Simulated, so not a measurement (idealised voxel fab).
Module name: voxel self aligned vias (process module)
The cross-section shown here is cut; it is 235 nm wide and divided into square cells measuring 5 nm on a side.
Heads up, the way a cross-section reads in here is a grid of square cells, handed over as bands from the top down, with every band being one or more rows of cells.
In this notation a band is specified by the heights of its top and bottom, in that order and in nm, after which its materials appear from left to right, each paired with its width in nm. The word "all across" attached to a single material means that material fills the band from edge to edge; the word "blank" stands for empty space.
Heights are measured from 0, the level below which the as-received wafer is all one material; the lowest band has no bottom and continues downward, written as in "0 nm and below".
Per-row width for "30..40": begins at first number (top row of band), ends at second number (bottom row), increment between rows held constant.
"nothing got changed" after a step means that no cell of the cross-section changed.
closed voids: empty space of 8 cells or more with no open way to the top, each as width x height at its distance from the left edge, in nm
Whatever follows a step's settings on its line is a remark the simulator itself makes about that step.
A step line may carry the setting "overlay nm", which, for steps involving a mask, states the distance by which the mask lay to the right of its intended position; negative values denote displacement to the left.

### The process steps that were planned are listed below
| 1 | RECEIVE | material Si |
| 2 | CONFORMAL_DEP | material SiO2 | thk nm 10 |
| 3 | CONFORMAL_DEP | material SiCN | thk nm 5 |
| 4 | DIRECTIONAL_DEP | material lowk | thk nm 20 |
| 5 | PATTERN | tone open | mask id LINES | material resist | width nm 20 | pitch nm 60 | thk nm 20 | overlay nm 0 |
| 6 | DIRECTIONAL_ETCH | etch materials lowk | depth nm 20 |
| 7 | STRIP | etch materials resist |
| 8 | CONFORMAL_DEP | material TiN | thk nm 5 |
| 9 | FILL_DEP | material W | thk nm 5 |
| 10 | CMP | height nm 35 |
| 11 | SELECTIVE_ETCH | etch materials W Ru TiN | depth nm 10 |
| 12 | FILL_DEP | material SiN | thk nm 10 |
| 13 | CMP | height nm 35 |
| 14 | DIRECTIONAL_DEP | material lowk | thk nm 15 |
| 15 | PATTERN | tone open | mask id VIAS | material resist | width nm 40 | pitch nm 60 | thk nm 20 | overlay nm 0 |
| 16 | DIRECTIONAL_ETCH | etch materials lowk | depth nm 15 |
| 17 | DIRECTIONAL_ETCH | etch materials SiN | depth nm 10 |
| 18 | STRIP | etch materials resist |
| 19 | CONFORMAL_DEP | material TiN | thk nm 5 |
| 20 | FILL_DEP | material W | thk nm 5 |
| 21 | CMP | height nm 50 |
| 22 | CONFORMAL_DEP | material SiCN | thk nm 5 |

### As received (post step 1): cross-section
    0 nm and below: Si all across
    closed voids: none

### Looking at the first of two wafers in cross-section at end of module - ran to plan
    55 nm to 50 nm: SiCN all across
    50 nm to 40 nm: 35 nm lowk | 5 nm TiN | 30 nm W | 5 nm TiN | 20 nm lowk | 5 nm TiN | 30 nm W | 5 nm TiN | 20 nm lowk | 5 nm TiN | 30 nm W | 5 nm TiN | 40 nm lowk
    40 nm to 30 nm: 35..45 nm lowk | 15..5 nm TiN | 10 nm W | 15..5 nm TiN | 20..40 nm lowk | 15..5 nm TiN | 10 nm W | 15..5 nm TiN | 20..40 nm lowk | 15..5 nm TiN | 10 nm W | 15..5 nm TiN | 40..50 nm lowk
    30 nm to 25 nm: 45 nm lowk | 20 nm TiN | 40 nm lowk | 20 nm TiN | 40 nm lowk | 20 nm TiN | 50 nm lowk
    25 nm to 20 nm: 45 nm lowk | 5 nm TiN | 10 nm W | 5 nm TiN | 40 nm lowk | 5 nm TiN | 10 nm W | 5 nm TiN | 40 nm lowk | 5 nm TiN | 10 nm W | 5 nm TiN | 50 nm lowk
    20 nm to 15 nm: 45 nm lowk | 20 nm TiN | 40 nm lowk | 20 nm TiN | 40 nm lowk | 20 nm TiN | 50 nm lowk
    15 nm to 10 nm: SiCN all across
    10 nm to 0 nm: SiO2 all across
    0 nm and below: Si all across
    closed voids: none

### Here's the second of our two wafers sectioned at module end. Same start as the first, same plan, but one mistake got made running it
    55 nm to 50 nm: SiCN all across
    50 nm to 35 nm: 35 nm lowk | 5 nm TiN | 30 nm W | 5 nm TiN | 20 nm lowk | 5 nm TiN | 30 nm W | 5 nm TiN | 20 nm lowk | 5 nm TiN | 30 nm W | 5 nm TiN | 40 nm lowk
    35 nm to 30 nm: 35 nm lowk | 15 nm TiN | 10 nm W | 15 nm TiN | 20 nm lowk | 15 nm TiN | 10 nm W | 15 nm TiN | 20 nm lowk | 15 nm TiN | 10 nm W | 15 nm TiN | 40 nm lowk
    30 nm to 25 nm: 45 nm lowk | 20 nm TiN | 40 nm lowk | 20 nm TiN | 40 nm lowk | 20 nm TiN | 50 nm lowk
    25 nm to 20 nm: 45 nm lowk | 5 nm TiN | 10 nm W | 5 nm TiN | 40 nm lowk | 5 nm TiN | 10 nm W | 5 nm TiN | 40 nm lowk | 5 nm TiN | 10 nm W | 5 nm TiN | 50 nm lowk
    20 nm to 15 nm: 45 nm lowk | 20 nm TiN | 40 nm lowk | 20 nm TiN | 40 nm lowk | 20 nm TiN | 50 nm lowk
    15 nm to 10 nm: SiCN all across
    10 nm to 0 nm: SiO2 all across
    0 nm and below: Si all across
    closed voids: none
Here's what went sideways: contrary to plan, step 16 was performed as DIRECTIONAL_ETCH | etch materials lowk | depth nm 20
Per the end-of-run cell counts, the second wafer holds more or fewer of some materials than the first: W +12, lowk -12
